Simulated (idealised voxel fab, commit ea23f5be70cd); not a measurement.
The process module presented herein is designated voxel wiring stack.
Displayed cross-section: cut, width of 300 nm, square cells sized 5 nm.
If you're reading a cross-section in this doc, picture square cells in a grid; it comes to you as bands, top ones listed first down to the bottom, and a band can be one or more rows of cells. Quick guide to a band line: top height, bottom height (nm) up front; then every material left to right with its width in nm. Only one material and it's marked "everywhere"? Then it fills the band edge to edge. And "air" just means empty space. We count height from 0. Below that, the starting wafer is all one material. The lowest band never ends at the bottom but goes on down; see "z 0 and below" for how that is written. Think of "30 to 40" as a width that walks from the first number to the second as you go down the band, top row to bottom row, taking equal-sized steps from row to row. Step marked "no modification"? Then no cell in the cross-section changed in it. Voids not open to the top, 8 cells minimum: see "Entrapped void list". Written width x height at distance; distance is from the left edge; nm. If you see something after the settings on a step's line, that's the simulator's own remark about that step. The setting "overlay nm" may be written on the line of a step. When the step uses a mask, the value reports how far to the right of the planned place the mask lay, and a negative value reports that it lay to the left.
The steps planned for the process are as follows:
| 1 | RECEIVE [material Si] |
| 2 | CONFORMAL_DEP [material SiO2] [thk nm 10] |
| 3 | DIRECTIONAL_DEP [material TiN] [thk nm 5] |
| 4 | DIRECTIONAL_DEP [material W] [thk nm 15] |
| 5 | PATTERN [tone cover] [mask id METAL_1] [material resist] [width nm 30] [pitch nm 50] [thk nm 20] [overlay nm 0] |
| 6 | DIRECTIONAL_ETCH [etch materials W] [depth nm 15] |
| 7 | DIRECTIONAL_ETCH [etch materials TiN] [depth nm 5] |
| 8 | STRIP [etch materials resist] |
| 9 | FILL_DEP [material lowk] [thk nm 10] |
| 10 | CMP [height nm 30] |
| 11 | CONFORMAL_DEP [material SiCN] [thk nm 5] |
| 12 | DIRECTIONAL_DEP [material lowk] [thk nm 10] |
| 13 | PATTERN [tone open] [mask id PLUG_1] [material resist] [width nm 15] [pitch nm 50] [thk nm 20] [overlay nm 0] |
| 14 | DIRECTIONAL_ETCH [etch materials lowk] [depth nm 10] |
| 15 | DIRECTIONAL_ETCH [etch materials SiCN] [depth nm 5] |
| 16 | STRIP [etch materials resist] |
| 17 | EPI [material Ru] [thk nm 10] |
| 18 | EPI [material Ru] [thk nm 5] |
| 19 | CONFORMAL_DEP [material SiCN] [thk nm 5] |
| 20 | DIRECTIONAL_DEP [material SiO2] [thk nm 15] |
| 21 | DIRECTIONAL_DEP [material aC] [thk nm 10] |
| 22 | PATTERN [tone open] [mask id METAL_2] [material resist] [width nm 30] [pitch nm 50] [thk nm 30] [overlay nm 0] |
| 23 | DIRECTIONAL_ETCH [etch materials aC] [depth nm 10] |
| 24 | STRIP [etch materials resist] |
| 25 | DIRECTIONAL_ETCH [etch materials SiO2] [depth nm 15] |
| 26 | DIRECTIONAL_ETCH [etch materials SiCN] [depth nm 5] |
| 27 | STRIP [etch materials aC] |
| 28 | CONFORMAL_DEP [material TiN] [thk nm 5] |
| 29 | FILL_DEP [material Ru] [thk nm 10] |
| 30 | CMP [height nm 65] |
| 31 | EPI [material Ru] [thk nm 5] |
| 32 | FILL_DEP [material SiCN] [thk nm 5] |
Cross-section of the wafer as it came to us, i.e., already through step 1:
	z 0 and below  Si everywhere
	Entrapped void list: none
The first of two wafers, cross-sectioned at the end of the module, with the run proceeding as planned:
	z 75 to 70  SiCN everywhere
	z 70 to 65  SiCN (80), Ru (40), SiCN (10), Ru (40), SiCN (10), Ru (40), SiCN (80)
	z 65 to 50  SiO2 (85), TiN (5), Ru (20), TiN (5), SiO2 (20), TiN (5), Ru (20), TiN (5), SiO2 (20), TiN (5), Ru (20), TiN (5), SiO2 (85)
	z 50 to 45  SiCN (85), TiN (30), SiCN (20), TiN (30), SiCN (20), TiN (30), SiCN (85)
	z 45 to 35  lowk (85), Ru (15), lowk (35), Ru (15), lowk (35), Ru (15), lowk (100)
	z 35 to 30  SiCN (85), Ru (15), SiCN (35), Ru (15), SiCN (35), Ru (15), SiCN (100)
	z 30 to 15  lowk (85), W (30), lowk (20), W (30), lowk (20), W (30), lowk (85)
	z 15 to 10  lowk (85), TiN (30), lowk (20), TiN (30), lowk (20), TiN (30), lowk (85)
	z 10 to 0  SiO2 everywhere
	z 0 and below  Si everywhere
	Entrapped void list: none
Cross-sectional view: second of two wafers, end of module; start and plan identical to the first, one mistake in running:
	z 65 to 60  SiCN everywhere
	z 60 to 55  SiCN (80), Ru (40), SiCN (10), Ru (40), SiCN (10), Ru (40), SiCN (80)
	z 55 to 50  SiO2 (85), TiN (5), Ru (20), TiN (5), SiO2 (20), TiN (5), Ru (20), TiN (5), SiO2 (20), TiN (5), Ru (20), TiN (5), SiO2 (85)
	z 50 to 45  SiCN (85), TiN (30), SiCN (20), TiN (30), SiCN (20), TiN (30), SiCN (85)
	z 45 to 35  lowk (85), Ru (15), lowk (35), Ru (15), lowk (35), Ru (15), lowk (100)
	z 35 to 30  SiCN (85), Ru (15), SiCN (35), Ru (15), SiCN (35), Ru (15), SiCN (100)
	z 30 to 15  lowk (85), W (30), lowk (20), W (30), lowk (20), W (30), lowk (85)
	z 15 to 10  lowk (85), TiN (30), lowk (20), TiN (30), lowk (20), TiN (30), lowk (85)
	z 10 to 0  SiO2 everywhere
	z 0 and below  Si everywhere
	Entrapped void list: none
Deviation noted in wafer processing: the process deviated at step 30: the operation and settings actually run there were CMP [height nm 55]
Final comparison by cell count, materials where the second wafer has more or fewer than the first: Ru -24 | SiO2 -84 | TiN -12
